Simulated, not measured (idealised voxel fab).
The following process module bears the name voxel ribs on slabs.
Each square cell in cross-section cut measures 5 nm, and the section as a whole is 235 nm wide.
In this document a cross-section is written as a grid of square cells. It is given as a series of bands, listed from the top down, and a band is one or more rows of cells.
This entry defines a band. It first specifies the height of the band's top and the height of its bottom in nm, and then specifies the band's materials from left to right, stating each material with its width in nm. The word "everywhere" identifies a single material that fills the band from edge to edge, while the word "air" identifies empty space.
Beneath 0, the wafer as received is one material, and that level is where height counting begins. The lowest band goes on downward without a bottom; it is written like "0 down".
It should be noted that a width expressed as "30->40" varies in equal increments from row to row of cells within the band, taking the value of the first number at the top row and that of the second number at the bottom row.
It should be understood that the words "stayed the same", when stated for a given step, signify that the cross-section underwent no change in any of its cells during that step.
"Trapped void list": empty spaces of 8 cells or more with no open way to the top, each given as width x height at distance, distance from the left edge, all in nm.
On each step's line, the part that comes after the settings is the simulator's own comment on the step.
The line of a step may include "overlay nm". On a step with a mask, this value is how far to the right of its planned place the mask lay. A negative value means the mask lay to the left.
# Below is the list of planned process steps
1 RECEIVE | material Si
2 DIRECTIONAL_DEP | material SiO2 | thk nm 25
3 DIRECTIONAL_DEP | material polySi | thk nm 20
4 MASKED_ETCH | tone cover | mask id RIB | width nm 20 | etch materials polySi | depth nm 5 | overlay nm 0
5 MASKED_ETCH | tone cover | mask id SLAB | width nm 70 | etch materials polySi | depth nm 15 | overlay nm 0
6 FILL_DEP | material SiO2 | thk nm 25
7 CMP | height nm 65
8 DIRECTIONAL_DEP | material TiN | thk nm 5
9 PATTERN | tone cover | mask id HEATER | material resist | width nm 30 | thk nm 20 | overlay nm 0
10 DIRECTIONAL_ETCH | etch materials TiN | depth nm 5
11 STRIP | etch materials resist
12 CONFORMAL_DEP | material SiO2 | thk nm 5
# Cross-section of the incoming wafer, state after step 1
> 0 down: Si everywhere
> Trapped void list: none
# Cross-sectional result after module completion. Note: starting condition and plan are unchanged from above; one processing mistake was made
> 75 to 70: air: 95, then SiO2: 40, then air: 100
> 70 to 65: SiO2: 100, then TiN: 30, then SiO2: 105
> 65 to 40: SiO2 everywhere
> 40 to 35: SiO2: 105, then polySi: 20, then SiO2: 110
> 35 to 25: SiO2: 80, then polySi: 70, then SiO2: 85
> 25 to 0: SiO2 everywhere
> 0 down: Si everywhere
> Trapped void list: none
Deviation noted in wafer processing: step 3 off recipe, ran as DIRECTIONAL_DEP | material polySi | thk nm 15
